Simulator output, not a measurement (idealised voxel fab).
Proc. module: voxel transistor to metal
It is cross-section cut that appears here, measuring 170 nm in width, its square cells being 5 nm in size.
Format of a cross-section: grid, square cells. Given as bands. Order: top down. Band: one or more rows of cells.
Top, bottom (nm), then materials left to right with widths (nm); lone material tagged "edge to edge" fills the whole band edge to edge; "empty" = empty space.
Below 0: as-received wafer, all one material; heights counted from there. Lowest band: no bottom, goes on down, written "0 and below".
A width given as "30 to 40" starts at the first number in the band's top row and ends at the second number in its bottom row, shifting by an equal amount at every step from row to row.
The designation "nothing got changed", where it is given for a processing step, indicates that no cell of the cross-section was altered in the course of that step.
Under "Closed void entries" you'll find the enclosed gaps, the ones with no way out to the top, that are 8 cells or bigger; each reads width x height at distance, with distance counted from the left edge, everything in nm.
That trailing text on a step's line, after the settings, is the simulator's own remark on the step.
A step line may carry the setting "overlay nm", which, for steps involving a mask, states the distance by which the mask lay to the right of its intended position; negative values denote displacement to the left.
Reading guide: pairs of cross-sections, before and after one process step; after view cut off at lowest changed band; step and settings listed under each pair. Pairs may stem from different runs of this module on the same starting wafer; continuity with the pair above only where the "Pre-step snapshot" entry states it.

-- Pre-step snapshot
> 0 and below | Si edge to edge
> Closed void entries: none

-- Structure After Step
> 0 down to -5 | SiO2 edge to edge
> Nothing below the height -5 has changed.
> Closed void entries: none
The step carried out between the cross-section before it and the cross-section after it, both shown above, is op OXIDIZE | depth nm 5

Pre-step snapshot: the wafer arrives at this step looking as the after cross-section in the pair just above shows it.

-- Structure After Step
> 15 down to 0 | SiN edge to edge
> Nothing below the height 0 has changed.
> Closed void entries: none
The step carried out between the cross-section before it and the cross-section after it, both shown above, is op CONFORMAL_DEP | material SiN | thk nm 15

Pre-step snapshot: the wafer arrives at this step looking as the after cross-section in the pair just above shows it.

-- Structure After Step
> 30 down to 15 | empty=35, then resist=95, then empty=40
> Nothing below the height 15 has changed.
> Closed void entries: none
The step carried out between the cross-section before it and the cross-section after it, both shown above, is op PATTERN | tone cover | mask id ACTIVE | material resist | width nm 95 | thk nm 15 | overlay nm 0

Pre-step snapshot: the wafer arrives at this step looking as the after cross-section in the pair just above shows it.

-- Structure After Step
> 30 down to 15 | empty=35, then resist=95, then empty=40
> 15 down to 0 | empty=35, then SiN=95, then empty=40
> Nothing below the height 0 has changed.
> Closed void entries: none
The step carried out between the cross-section before it and the cross-section after it, both shown above, is op DIRECTIONAL_ETCH | etch materials SiN | depth nm 15

Pre-step snapshot: the wafer arrives at this step looking as the after cross-section in the pair just above shows it.

-- Structure After Step
> 30 down to 15 | empty=35, then resist=95, then empty=40
> 15 down to 0 | empty=35, then SiN=95, then empty=40
> 0 down to -5 | empty=35, then SiO2=95, then empty=40
> Nothing below the height -5 has changed.
> Closed void entries: none
The step carried out between the cross-section before it and the cross-section after it, both shown above, is op DIRECTIONAL_ETCH | etch materials SiO2 | depth nm 5

Pre-step snapshot: the wafer arrives at this step looking as the after cross-section in the pair just above shows it.

-- Structure After Step
> 30 down to 15 | empty=35, then resist=95, then empty=40
> 15 down to 0 | empty=35, then SiN=95, then empty=40
> 0 down to -5 | empty=35, then SiO2=95, then empty=40
> -5 down to -30 | empty=35, then Si=95, then empty=40
> Nothing below the height -30 has changed.
> Closed void entries: none
The step carried out between the cross-section before it and the cross-section after it, both shown above, is op DIRECTIONAL_ETCH | etch materials Si | depth nm 25

Pre-step snapshot: the wafer arrives at this step looking as the after cross-section in the pair just above shows it.

-- Structure After Step
> 15 down to 0 | empty=35, then SiN=95, then empty=40
> Nothing below the height 0 has changed.
> Closed void entries: none
The step carried out between the cross-section before it and the cross-section after it, both shown above, is op STRIP | etch materials resist

Pre-step snapshot: the wafer arrives at this step looking as the after cross-section in the pair just above shows it.

-- Structure After Step
> 15 down to 0 | empty=35, then SiN=95, then empty=40
> 0 down to -5 | empty=35, then SiO2=95, then empty=40
> -5 down to -30 | empty=35, then SiO2=5, then Si=85, then SiO2=5, then empty=40
> -30 down to -35 | SiO2=40, then Si=85, then SiO2=45
> Nothing below the height -35 has changed.
> Closed void entries: none
The step carried out between the cross-section before it and the cross-section after it, both shown above, is op OXIDIZE | depth nm 5

Pre-step snapshot: the wafer arrives at this step looking as the after cross-section in the pair just above shows it.

-- Structure After Step
> 25 down to 15 | SiO2 edge to edge
> 15 down to 0 | SiO2=35, then SiN=95, then SiO2=40
> 0 down to -5 | SiO2 edge to edge
> -5 down to -35 | SiO2=40, then Si=85, then SiO2=45
> Nothing below the height -35 has changed.
> Closed void entries: none
The step carried out between the cross-section before it and the cross-section after it, both shown above, is op FILL_DEP | material SiO2 | thk nm 10

Pre-step snapshot: the wafer arrives at this step looking as the after cross-section in the pair just above shows it.

-- Structure After Step
> 15 down to 0 | SiO2=35, then SiN=95, then SiO2=40
> Nothing below the height 0 has changed.
> Closed void entries: none
The step carried out between the cross-section before it and the cross-section after it, both shown above, is op CMP | height nm 15

Pre-step snapshot: the wafer arrives at this step looking as the after cross-section in the pair just above shows it.

-- Structure After Step
> 15 down to 0 | empty=35, then SiN=95, then empty=40
> Nothing below the height 0 has changed.
> Closed void entries: none
The step carried out between the cross-section before it and the cross-section after it, both shown above, is op SELECTIVE_ETCH | etch materials SiO2 | depth nm 15

Pre-step snapshot: the wafer arrives at this step looking as the after cross-section in the pair just above shows it.

-- Structure After Step
> 0 down to -5 | SiO2 edge to edge
> Nothing below the height -5 has changed.
> Closed void entries: none
The step carried out between the cross-section before it and the cross-section after it, both shown above, is op STRIP | etch materials SiN

Pre-step snapshot: the wafer arrives at this step looking as the after cross-section in the pair just above shows it.

-- Structure After Step
> -5 down to -35 | SiO2=40, then Si=85, then SiO2=45
> Nothing below the height -35 has changed.
> Closed void entries: none
The step carried out between the cross-section before it and the cross-section after it, both shown above, is op SELECTIVE_ETCH | etch materials SiO2 | depth nm 5

Pre-step snapshot: the wafer arrives at this step looking as the after cross-section in the pair just above shows it.

-- Structure After Step
> -5 down to -10 | SiO2 edge to edge
> Nothing below the height -10 has changed.
> Closed void entries: none
The step carried out between the cross-section before it and the cross-section after it, both shown above, is op OXIDIZE | depth nm 5

Pre-step snapshot: the wafer arrives at this step looking as the after cross-section in the pair just above shows it.

-- Structure After Step
> 25 down to -5 | polySi edge to edge
> Nothing below the height -5 has changed.
> Closed void entries: none
The step carried out between the cross-section before it and the cross-section after it, both shown above, is op DIRECTIONAL_DEP | material polySi | thk nm 30

Pre-step snapshot: the wafer arrives at this step looking as the after cross-section in the pair just above shows it.

-- Structure After Step
> 35 down to 25 | SiCN edge to edge
> Nothing below the height 25 has changed.
> Closed void entries: none
The step carried out between the cross-section before it and the cross-section after it, both shown above, is op DIRECTIONAL_DEP | material SiCN | thk nm 10

Pre-step snapshot: the wafer arrives at this step looking as the after cross-section in the pair just above shows it.

-- Structure After Step
> 35 down to 25 | empty=70, then SiCN=25, then empty=75
> Nothing below the height 25 has changed.
> Closed void entries: none
The step carried out between the cross-section before it and the cross-section after it, both shown above, is op MASKED_ETCH | tone cover | mask id GATE | width nm 25 | etch materials SiCN | depth nm 20 | overlay nm 0

Pre-step snapshot: the wafer arrives at this step looking as the after cross-section in the pair just above shows it.

-- Structure After Step
> 35 down to 25 | empty=70, then SiCN=25, then empty=75
> 25 down to -5 | empty=70, then polySi=25, then empty=75
> Nothing below the height -5 has changed.
> Closed void entries: none
The step carried out between the cross-section before it and the cross-section after it, both shown above, is op MASKED_ETCH | tone cover | mask id GATE | width nm 25 | etch materials polySi | depth nm 40 | overlay nm 0

Pre-step snapshot: the wafer arrives at this step looking as the after cross-section in the pair just above shows it.

-- Structure After Step
> 45 down to 35 | empty=60, then SiN=45, then empty=65
> 35 down to 25 | empty=60, then SiN=10, then SiCN=25, then SiN=10, then empty=65
> 25 down to 5 | empty=60, then SiN=10, then polySi=25, then SiN=10, then empty=65
> 5 down to -5 | SiN=70, then polySi=25, then SiN=75
> Nothing below the height -5 has changed.
> Closed void entries: none
The step carried out between the cross-section before it and the cross-section after it, both shown above, is op CONFORMAL_DEP | material SiN | thk nm 10

Pre-step snapshot: the wafer arrives at this step looking as the after cross-section in the pair just above shows it.

-- Structure After Step
> 35 down to 25 | empty=60, then SiN=10, then SiCN=25, then SiN=10, then empty=65
> 25 down to -5 | empty=60, then SiN=10, then polySi=25, then SiN=10, then empty=65
> Nothing below the height -5 has changed.
> Closed void entries: none
The step carried out between the cross-section before it and the cross-section after it, both shown above, is op DIRECTIONAL_ETCH | etch materials SiN | depth nm 10

Pre-step snapshot: the wafer arrives at this step looking as the after cross-section in the pair just above shows it.

-- Structure After Step
> 35 down to 25 | empty=60, then SiN=10, then SiCN=25, then SiN=10, then empty=65
> 25 down to -5 | empty=60, then SiN=10, then polySi=25, then SiN=10, then empty=65
> -5 down to -10 | empty=60, then SiO2=45, then empty=65
> Nothing below the height -10 has changed.
> Closed void entries: none
The step carried out between the cross-section before it and the cross-section after it, both shown above, is op DIRECTIONAL_ETCH | etch materials SiO2 | depth nm 5

Pre-step snapshot: the wafer arrives at this step looking as the after cross-section in the pair just above shows it.

-- Structure After Step
> 35 down to 25 | empty=60, then SiN=10, then SiCN=25, then SiN=10, then empty=65
> 25 down to -5 | empty=60, then SiN=10, then polySi=25, then SiN=10, then empty=65
> -5 down to -10 | empty=35, then nSi=25, then SiO2=45, then nSi=25, then empty=40
> Nothing below the height -10 has changed.
> Closed void entries: none
The step carried out between the cross-section before it and the cross-section after it, both shown above, is op EPI | material nSi | thk nm 5

Pre-step snapshot: the wafer arrives at this step looking as the after cross-section in the pair just above shows it.

-- Structure After Step
> 40 down to 35 | SiO2 edge to edge
> 35 down to 25 | SiO2=60, then SiN=10, then SiCN=25, then SiN=10, then SiO2=65
> 25 down to -5 | SiO2=60, then SiN=10, then polySi=25, then SiN=10, then SiO2=65
> -5 down to -10 | SiO2=35, then nSi=25, then SiO2=45, then nSi=25, then SiO2=40
> Nothing below the height -10 has changed.
> Closed void entries: none
The step carried out between the cross-section before it and the cross-section after it, both shown above, is op FILL_DEP | material SiO2 | thk nm 5

Pre-step snapshot: the wafer arrives at this step looking as the after cross-section in the pair just above shows it.

-- Structure After Step
> 35 down to 25 | SiO2=60, then SiN=10, then SiCN=25, then SiN=10, then SiO2=65
> Nothing below the height 25 has changed.
> Closed void entries: none
The step carried out between the cross-section before it and the cross-section after it, both shown above, is op CMP | height nm 35

Pre-step snapshot: the wafer arrives at this step looking as the after cross-section in the pair just above shows it.

-- Structure After Step
> 50 down to 35 | SiO2 edge to edge
> Nothing below the height 35 has changed.
> Closed void entries: none
The step carried out between the cross-section before it and the cross-section after it, both shown above, is op DIRECTIONAL_DEP | material SiO2 | thk nm 15

Pre-step snapshot: the wafer arrives at this step looking as the after cross-section in the pair just above shows it.

-- Structure After Step
> 65 down to 50 | resist=40, then empty=25, then resist=35, then empty=25, then resist=45
> Nothing below the height 50 has changed.
> Closed void entries: none
The step carried out between the cross-section before it and the cross-section after it, both shown above, is op PATTERN | tone open | mask id CONTACT | material resist | width nm 25 | pitch nm 60 | thk nm 15 | overlay nm 0

Pre-step snapshot: the wafer arrives at this step looking as the after cross-section in the pair just above shows it.

-- Structure After Step
> 65 down to 50 | resist=40, then empty=25, then resist=35, then empty=25, then resist=45
> 50 down to 35 | SiO2=40, then empty=25, then SiO2=35, then empty=25, then SiO2=45
> 35 down to 25 | SiO2=40, then empty=20, then SiN=10, then SiCN=25, then SiN=10, then empty=20, then SiO2=45
> 25 down to -5 | SiO2=40, then empty=20, then SiN=10, then polySi=25, then SiN=10, then empty=20, then SiO2=45
> Nothing below the height -5 has changed.
> Closed void entries: none
The step carried out between the cross-section before it and the cross-section after it, both shown above, is op DIRECTIONAL_ETCH | etch materials SiO2 | depth nm 55

Pre-step snapshot: the wafer arrives at this step looking as the after cross-section in the pair just above shows it.

-- Structure After Step
> 50 down to 35 | SiO2=40, then empty=25, then SiO2=35, then empty=25, then SiO2=45
> Nothing below the height 35 has changed.
> Closed void entries: none
The step carried out between the cross-section before it and the cross-section after it, both shown above, is op STRIP | etch materials resist

Pre-step snapshot: the wafer arrives at this step looking as the after cross-section in the pair just above shows it.

-- Structure After Step
> 55 down to 50 | TiN=45, then empty=15, then TiN=45, then empty=15, then TiN=50
> 50 down to 40 | SiO2=40, then TiN=5, then empty=15, then TiN=5, then SiO2=35, then TiN=5, then empty=15, then TiN=5, then SiO2=45
> 40 down to 35 | SiO2=40, then TiN=5, then empty=10, then TiN=10, then SiO2=35, then TiN=10, then empty=10, then TiN=5, then SiO2=45
> 35 down to 25 | SiO2=40, then TiN=5, then empty=10, then TiN=5, then SiN=10, then SiCN=25, then SiN=10, then TiN=5, then empty=10, then TiN=5, then SiO2=45
> 25 down to 0 | SiO2=40, then TiN=5, then empty=10, then TiN=5, then SiN=10, then polySi=25, then SiN=10, then TiN=5, then empty=10, then TiN=5, then SiO2=45
> 0 down to -5 | SiO2=40, then TiN=20, then SiN=10, then polySi=25, then SiN=10, then TiN=20, then SiO2=45
> Nothing below the height -5 has changed.
> Closed void entries: none
The step carried out between the cross-section before it and the cross-section after it, both shown above, is op CONFORMAL_DEP | material TiN | thk nm 5

Pre-step snapshot: the wafer arrives at this step looking as the after cross-section in the pair just above shows it.

-- Structure After Step
> 60 down to 55 | Ru edge to edge
> 55 down to 50 | TiN=45, then Ru=15, then TiN=45, then Ru=15, then TiN=50
> 50 down to 40 | SiO2=40, then TiN=5, then Ru=15, then TiN=5, then SiO2=35, then TiN=5, then Ru=15, then TiN=5, then SiO2=45
> 40 down to 35 | SiO2=40, then TiN=5, then Ru=10, then TiN=10, then SiO2=35, then TiN=10, then Ru=10, then TiN=5, then SiO2=45
> 35 down to 25 | SiO2=40, then TiN=5, then Ru=10, then TiN=5, then SiN=10, then SiCN=25, then SiN=10, then TiN=5, then Ru=10, then TiN=5, then SiO2=45
> 25 down to 0 | SiO2=40, then TiN=5, then Ru=10, then TiN=5, then SiN=10, then polySi=25, then SiN=10, then TiN=5, then Ru=10, then TiN=5, then SiO2=45
> Nothing below the height 0 has changed.
> Closed void entries: none
The step carried out between the cross-section before it and the cross-section after it, both shown above, is op FILL_DEP | material Ru | thk nm 5

Pre-step snapshot: the wafer arrives at this step looking as the after cross-section in the pair just above shows it.

-- Structure After Step
> 50 down to 40 | SiO2=40, then TiN=5, then Ru=15, then TiN=5, then SiO2=35, then TiN=5, then Ru=15, then TiN=5, then SiO2=45
> Nothing below the height 40 has changed.
> Closed void entries: none
The step carried out between the cross-section before it and the cross-section after it, both shown above, is op CMP | height nm 50

Pre-step snapshot: the wafer arrives at this step looking as the after cross-section in the pair just above shows it.

-- Structure After Step
> 55 down to 50 | SiN edge to edge
> Nothing below the height 50 has changed.
> Closed void entries: none
The step carried out between the cross-section before it and the cross-section after it, both shown above, is op CONFORMAL_DEP | material SiN | thk nm 5

Pre-step snapshot: the wafer arrives at this step looking as the after cross-section in the pair just above shows it.

-- Structure After Step
> 75 down to 55 | SiO2 edge to edge
> Nothing below the height 55 has changed.
> Closed void entries: none
The step carried out between the cross-section before it and the cross-section after it, both shown above, is op DIRECTIONAL_DEP | material SiO2 | thk nm 20

Pre-step snapshot: the wafer arrives at this step looking as the after cross-section in the pair just above shows it.

-- Structure After Step
> 90 down to 75 | resist=40, then empty=15, then resist=55, then empty=15, then resist=45
> Nothing below the height 75 has changed.
> Closed void entries: none
The step carried out between the cross-section before it and the cross-section after it, both shown above, is op PATTERN | tone open | mask id METAL_1 | material resist | width nm 15 | pitch nm 70 | thk nm 15 | overlay nm 0

Pre-step snapshot: the wafer arrives at this step looking as the after cross-section in the pair just above shows it.

-- Structure After Step
> 90 down to 75 | resist=40, then empty=15, then resist=55, then empty=15, then resist=45
> 75 down to 55 | SiO2=40, then empty=15, then SiO2=55, then empty=15, then SiO2=45
> Nothing below the height 55 has changed.
> Closed void entries: none
The step carried out between the cross-section before it and the cross-section after it, both shown above, is op DIRECTIONAL_ETCH | etch materials SiO2 | depth nm 20

Pre-step snapshot: the wafer arrives at this step looking as the after cross-section in the pair just above shows it.

-- Structure After Step
> 90 down to 75 | resist=40, then empty=15, then resist=55, then empty=15, then resist=45
> 75 down to 55 | SiO2=40, then empty=15, then SiO2=55, then empty=15, then SiO2=45
> 55 down to 50 | SiN=40, then empty=15, then SiN=55, then empty=15, then SiN=45
> Nothing below the height 50 has changed.
> Closed void entries: none
The step carried out between the cross-section before it and the cross-section after it, both shown above, is op DIRECTIONAL_ETCH | etch materials SiN | depth nm 5

Pre-step snapshot: the wafer arrives at this step looking as the after cross-section in the pair just above shows it.

-- Structure After Step
> 75 down to 55 | SiO2=40, then empty=15, then SiO2=55, then empty=15, then SiO2=45
> Nothing below the height 55 has changed.
> Closed void entries: none
The step carried out between the cross-section before it and the cross-section after it, both shown above, is op STRIP | etch materials resist

Pre-step snapshot: the wafer arrives at this step looking as the after cross-section in the pair just above shows it.

-- Structure After Step
> 80 down to 75 | TiN=45, then empty=5, then TiN=65, then empty=5, then TiN=50
> 75 down to 55 | SiO2=40, then TiN=5, then empty=5, then TiN=5, then SiO2=55, then TiN=5, then empty=5, then TiN=5, then SiO2=45
> 55 down to 50 | SiN=40, then TiN=15, then SiN=55, then TiN=15, then SiN=45
> Nothing below the height 50 has changed.
> Closed void entries: none
The step carried out between the cross-section before it and the cross-section after it, both shown above, is op CONFORMAL_DEP | material TiN | thk nm 5

Pre-step snapshot: the wafer arrives at this step looking as the after cross-section in the pair just above shows it.

-- Structure After Step
> 90 down to 80 | Ru edge to edge
> 80 down to 75 | TiN=45, then Ru=5, then TiN=65, then Ru=5, then TiN=50
> 75 down to 55 | SiO2=40, then TiN=5, then Ru=5, then TiN=5, then SiO2=55, then TiN=5, then Ru=5, then TiN=5, then SiO2=45
> Nothing below the height 55 has changed.
> Closed void entries: none
The step carried out between the cross-section before it and the cross-section after it, both shown above, is op FILL_DEP | material Ru | thk nm 10

Pre-step snapshot: the wafer arrives at this step looking as the after cross-section in the pair just above shows it.

-- Structure After Step
> 75 down to 55 | SiO2=40, then TiN=5, then Ru=5, then TiN=5, then SiO2=55, then TiN=5, then Ru=5, then TiN=5, then SiO2=45
> Nothing below the height 55 has changed.
> Closed void entries: none
The step carried out between the cross-section before it and the cross-section after it, both shown above, is op CMP | height nm 75

Pre-step snapshot: the wafer arrives at this step looking as the after cross-section in the pair just above shows it.

-- Structure After Step
> 80 down to 75 | SiN edge to edge
> Nothing below the height 75 has changed.
> Closed void entries: none
The step carried out between the cross-section before it and the cross-section after it, both shown above, is op CONFORMAL_DEP | material SiN | thk nm 5

-- Pre-step snapshot
> 90 down to 80 | Ru edge to edge
> 80 down to 75 | TiN=45, then Ru=5, then TiN=65, then Ru=5, then TiN=50
> 75 down to 55 | SiO2=40, then TiN=5, then Ru=5, then TiN=5, then SiO2=55, then TiN=5, then Ru=5, then TiN=5, then SiO2=45
> 55 down to 50 | SiN=40, then TiN=15, then SiN=55, then TiN=15, then SiN=45
> 50 down to 40 | SiO2=40, then TiN=5, then Ru=15, then TiN=5, then SiO2=35, then TiN=5, then Ru=15, then TiN=5, then SiO2=45
> 40 down to 35 | SiO2=40, then TiN=5, then Ru=10, then TiN=10, then SiO2=35, then TiN=10, then Ru=10, then TiN=5, then SiO2=45
> 35 down to 25 | SiO2=40, then TiN=5, then Ru=10, then TiN=5, then SiN=10, then SiCN=25, then SiN=10, then TiN=5, then Ru=10, then TiN=5, then SiO2=45
> 25 down to 0 | SiO2=40, then TiN=5, then Ru=10, then TiN=5, then SiN=10, then polySi=25, then SiN=10, then TiN=5, then Ru=10, then TiN=5, then SiO2=45
> 0 down to -5 | SiO2=40, then TiN=20, then SiN=10, then polySi=25, then SiN=10, then TiN=20, then SiO2=45
> -5 down to -10 | SiO2=35, then nSi=25, then SiO2=45, then nSi=25, then SiO2=40
> -10 down to -35 | SiO2=40, then Si=85, then SiO2=45
> -35 and below | Si edge to edge
> Closed void entries: none

-- Structure After Step
> 95 down to 90 | SiN edge to edge
> Nothing below the height 90 has changed.
> Closed void entries: none
The step carried out between the cross-section before it and the cross-section after it, both shown above, is op CONFORMAL_DEP | material SiN | thk nm 5

-- Pre-step snapshot
> 15 down to 0 | empty=35, then SiN=95, then empty=40
> 0 down to -5 | SiO2 edge to edge
> -5 down to -35 | SiO2=40, then Si=85, then SiO2=45
> -35 and below | Si edge to edge
> Closed void entries: none

-- Structure After Step
> 15 down to 0 | empty=35, then SiN=95, then empty=40
> 0 down to -5 | empty=50, then SiO2=65, then empty=55
> -5 down to -15 | empty=40, then Si=85, then empty=45
> Nothing below the height -15 has changed.
> Closed void entries: none
The step carried out between the cross-section before it and the cross-section after it, both shown above, is op SELECTIVE_ETCH | etch materials SiO2 | depth nm 15

Pre-step snapshot: the wafer arrives at this step looking as the after cross-section in the pair just above shows it.

-- Structure After Step
> 0 down to -5 | empty=50, then SiO2=65, then empty=55
> Nothing below the height -5 has changed.
> Closed void entries: none
The step carried out between the cross-section before it and the cross-section after it, both shown above, is op STRIP | etch materials SiN

Pre-step snapshot: the wafer arrives at this step looking as the after cross-section in the pair just above shows it.

-- Structure After Step
> -5 down to -20 | empty=40, then Si=85, then empty=45
> Nothing below the height -20 has changed.
> Closed void entries: none
The step carried out between the cross-section before it and the cross-section after it, both shown above, is op SELECTIVE_ETCH | etch materials SiO2 | depth nm 5

Pre-step snapshot: the wafer arrives at this step looking as the after cross-section in the pair just above shows it.

-- Structure After Step
> -5 down to -10 | empty=40, then SiO2=85, then empty=45
> -10 down to -20 | empty=40, then SiO2=5, then Si=75, then SiO2=5, then empty=45
> -20 down to -25 | SiO2=45, then Si=75, then SiO2=50
> Nothing below the height -25 has changed.
> Closed void entries: none
The step carried out between the cross-section before it and the cross-section after it, both shown above, is op OXIDIZE | depth nm 5

Pre-step snapshot: the wafer arrives at this step looking as the after cross-section in the pair just above shows it.

-- Structure After Step
> 25 down to 10 | empty=40, then polySi=85, then empty=45
> 10 down to -5 | polySi edge to edge
> -5 down to -10 | polySi=40, then SiO2=85, then polySi=45
> -10 down to -20 | polySi=40, then SiO2=5, then Si=75, then SiO2=5, then polySi=45
> Nothing below the height -20 has changed.
> Closed void entries: none
The step carried out between the cross-section before it and the cross-section after it, both shown above, is op DIRECTIONAL_DEP | material polySi | thk nm 30

Pre-step snapshot: the wafer arrives at this step looking as the after cross-section in the pair just above shows it.

-- Structure After Step
> 35 down to 25 | empty=40, then SiCN=85, then empty=45
> 25 down to 20 | empty=40, then polySi=85, then empty=45
> 20 down to 10 | SiCN=40, then polySi=85, then SiCN=45
> Nothing below the height 10 has changed.
> Closed void entries: none
The step carried out between the cross-section before it and the cross-section after it, both shown above, is op DIRECTIONAL_DEP | material SiCN | thk nm 10

Pre-step snapshot: the wafer arrives at this step looking as the after cross-section in the pair just above shows it.

-- Structure After Step
> 35 down to 25 | empty=70, then SiCN=25, then empty=75
> 25 down to 10 | empty=40, then polySi=85, then empty=45
> Nothing below the height 10 has changed.
> Closed void entries: none
The step carried out between the cross-section before it and the cross-section after it, both shown above, is op MASKED_ETCH | tone cover | mask id GATE | width nm 25 | etch materials SiCN | depth nm 20 | overlay nm 0

Pre-step snapshot: the wafer arrives at this step looking as the after cross-section in the pair just above shows it.

-- Structure After Step
> 35 down to 25 | empty=70, then SiCN=25, then empty=75
> 25 down to -5 | empty=70, then polySi=25, then empty=75
> -5 down to -10 | empty=40, then SiO2=85, then empty=45
> -10 down to -20 | empty=40, then SiO2=5, then Si=75, then SiO2=5, then empty=45
> Nothing below the height -20 has changed.
> Closed void entries: none
The step carried out between the cross-section before it and the cross-section after it, both shown above, is op MASKED_ETCH | tone cover | mask id GATE | width nm 25 | etch materials polySi | depth nm 40 | overlay nm 0

Pre-step snapshot: the wafer arrives at this step looking as the after cross-section in the pair just above shows it.

-- Structure After Step
> 45 down to 35 | empty=60, then SiN=45, then empty=65
> 35 down to 25 | empty=60, then SiN=10, then SiCN=25, then SiN=10, then empty=65
> 25 down to 5 | empty=60, then SiN=10, then polySi=25, then SiN=10, then empty=65
> 5 down to -5 | empty=30, then SiN=40, then polySi=25, then SiN=40, then empty=35
> -5 down to -10 | empty=30, then SiN=10, then SiO2=85, then SiN=10, then empty=35
> -10 down to -20 | SiN=40, then SiO2=5, then Si=75, then SiO2=5, then SiN=45
> Nothing below the height -20 has changed.
> Closed void entries: none
The step carried out between the cross-section before it and the cross-section after it, both shown above, is op CONFORMAL_DEP | material SiN | thk nm 10

Pre-step snapshot: the wafer arrives at this step looking as the after cross-section in the pair just above shows it.

-- Structure After Step
> 35 down to 25 | empty=60, then SiN=10, then SiCN=25, then SiN=10, then empty=65
> 25 down to -5 | empty=60, then SiN=10, then polySi=25, then SiN=10, then empty=65
> -5 down to -10 | empty=30, then SiN=10, then SiO2=85, then SiN=10, then empty=35
> -10 down to -20 | empty=30, then SiN=10, then SiO2=5, then Si=75, then SiO2=5, then SiN=10, then empty=35
> Nothing below the height -20 has changed.
> Closed void entries: none
The step carried out between the cross-section before it and the cross-section after it, both shown above, is op DIRECTIONAL_ETCH | etch materials SiN | depth nm 10

Pre-step snapshot: the wafer arrives at this step looking as the after cross-section in the pair just above shows it.

-- Structure After Step
> 35 down to 25 | empty=60, then SiN=10, then SiCN=25, then SiN=10, then empty=65
> 25 down to -5 | empty=60, then SiN=10, then polySi=25, then SiN=10, then empty=65
> -5 down to -10 | empty=30, then SiN=10, then empty=20, then SiO2=45, then empty=20, then SiN=10, then empty=35
> -10 down to -20 | empty=30, then SiN=10, then SiO2=5, then Si=75, then SiO2=5, then SiN=10, then empty=35
> -20 down to -25 | empty=30, then SiO2=15, then Si=75, then SiO2=15, then empty=35
> Nothing below the height -25 has changed.
> Closed void entries: none
The step carried out between the cross-section before it and the cross-section after it, both shown above, is op DIRECTIONAL_ETCH | etch materials SiO2 | depth nm 5

Pre-step snapshot: the wafer arrives at this step looking as the after cross-section in the pair just above shows it.

-- Structure After Step
> 35 down to 25 | empty=60, then SiN=10, then SiCN=25, then SiN=10, then empty=65
> 25 down to -5 | empty=60, then SiN=10, then polySi=25, then SiN=10, then empty=65
> -5 down to -10 | empty=30, then SiN=10, then nSi=20, then SiO2=45, then nSi=20, then SiN=10, then empty=35
> Nothing below the height -10 has changed.
> Closed void entries: none
The step carried out between the cross-section before it and the cross-section after it, both shown above, is op EPI | material nSi | thk nm 5

Pre-step snapshot: the wafer arrives at this step looking as the after cross-section in the pair just above shows it.

-- Structure After Step
> 40 down to 35 | SiO2 edge to edge
> 35 down to 25 | SiO2=60, then SiN=10, then SiCN=25, then SiN=10, then SiO2=65
> 25 down to -5 | SiO2=60, then SiN=10, then polySi=25, then SiN=10, then SiO2=65
> -5 down to -10 | SiO2=30, then SiN=10, then nSi=20, then SiO2=45, then nSi=20, then SiN=10, then SiO2=35
> -10 down to -20 | SiO2=30, then SiN=10, then SiO2=5, then Si=75, then SiO2=5, then SiN=10, then SiO2=35
> -20 down to -25 | SiO2=45, then Si=75, then SiO2=50
> Nothing below the height -25 has changed.
> Closed void entries: none
The step carried out between the cross-section before it and the cross-section after it, both shown above, is op FILL_DEP | material SiO2 | thk nm 5

Pre-step snapshot: the wafer arrives at this step looking as the after cross-section in the pair just above shows it.

-- Structure After Step
> 35 down to 25 | SiO2=60, then SiN=10, then SiCN=25, then SiN=10, then SiO2=65
> Nothing below the height 25 has changed.
> Closed void entries: none
The step carried out between the cross-section before it and the cross-section after it, both shown above, is op CMP | height nm 35

Pre-step snapshot: the wafer arrives at this step looking as the after cross-section in the pair just above shows it.

-- Structure After Step
> 50 down to 35 | SiO2 edge to edge
> Nothing below the height 35 has changed.
> Closed void entries: none
The step carried out between the cross-section before it and the cross-section after it, both shown above, is op DIRECTIONAL_DEP | material SiO2 | thk nm 15

Pre-step snapshot: the wafer arrives at this step looking as the after cross-section in the pair just above shows it.

-- Structure After Step
> 65 down to 50 | resist=40, then empty=25, then resist=35, then empty=25, then resist=45
> Nothing below the height 50 has changed.
> Closed void entries: none
The step carried out between the cross-section before it and the cross-section after it, both shown above, is op PATTERN | tone open | mask id CONTACT | material resist | width nm 25 | pitch nm 60 | thk nm 15 | overlay nm 0

Pre-step snapshot: the wafer arrives at this step looking as the after cross-section in the pair just above shows it.

-- Structure After Step
> 65 down to 50 | resist=40, then empty=25, then resist=35, then empty=25, then resist=45
> 50 down to 35 | SiO2=40, then empty=25, then SiO2=35, then empty=25, then SiO2=45
> 35 down to 25 | SiO2=40, then empty=20, then SiN=10, then SiCN=25, then SiN=10, then empty=20, then SiO2=45
> 25 down to -5 | SiO2=40, then empty=20, then SiN=10, then polySi=25, then SiN=10, then empty=20, then SiO2=45
> Nothing below the height -5 has changed.
> Closed void entries: none
The step carried out between the cross-section before it and the cross-section after it, both shown above, is op DIRECTIONAL_ETCH | etch materials SiO2 | depth nm 55

Pre-step snapshot: the wafer arrives at this step looking as the after cross-section in the pair just above shows it.

-- Structure After Step
> 50 down to 35 | SiO2=40, then empty=25, then SiO2=35, then empty=25, then SiO2=45
> Nothing below the height 35 has changed.
> Closed void entries: none
The step carried out between the cross-section before it and the cross-section after it, both shown above, is op STRIP | etch materials resist

Pre-step snapshot: the wafer arrives at this step looking as the after cross-section in the pair just above shows it.

-- Structure After Step
> 55 down to 50 | TiN=45, then empty=15, then TiN=45, then empty=15, then TiN=50
> 50 down to 40 | SiO2=40, then TiN=5, then empty=15, then TiN=5, then SiO2=35, then TiN=5, then empty=15, then TiN=5, then SiO2=45
> 40 down to 35 | SiO2=40, then TiN=5, then empty=10, then TiN=10, then SiO2=35, then TiN=10, then empty=10, then TiN=5, then SiO2=45
> 35 down to 25 | SiO2=40, then TiN=5, then empty=10, then TiN=5, then SiN=10, then SiCN=25, then SiN=10, then TiN=5, then empty=10, then TiN=5, then SiO2=45
> 25 down to 0 | SiO2=40, then TiN=5, then empty=10, then TiN=5, then SiN=10, then polySi=25, then SiN=10, then TiN=5, then empty=10, then TiN=5, then SiO2=45
> 0 down to -5 | SiO2=40, then TiN=20, then SiN=10, then polySi=25, then SiN=10, then TiN=20, then SiO2=45
> Nothing below the height -5 has changed.
> Closed void entries: none
The step carried out between the cross-section before it and the cross-section after it, both shown above, is op CONFORMAL_DEP | material TiN | thk nm 5
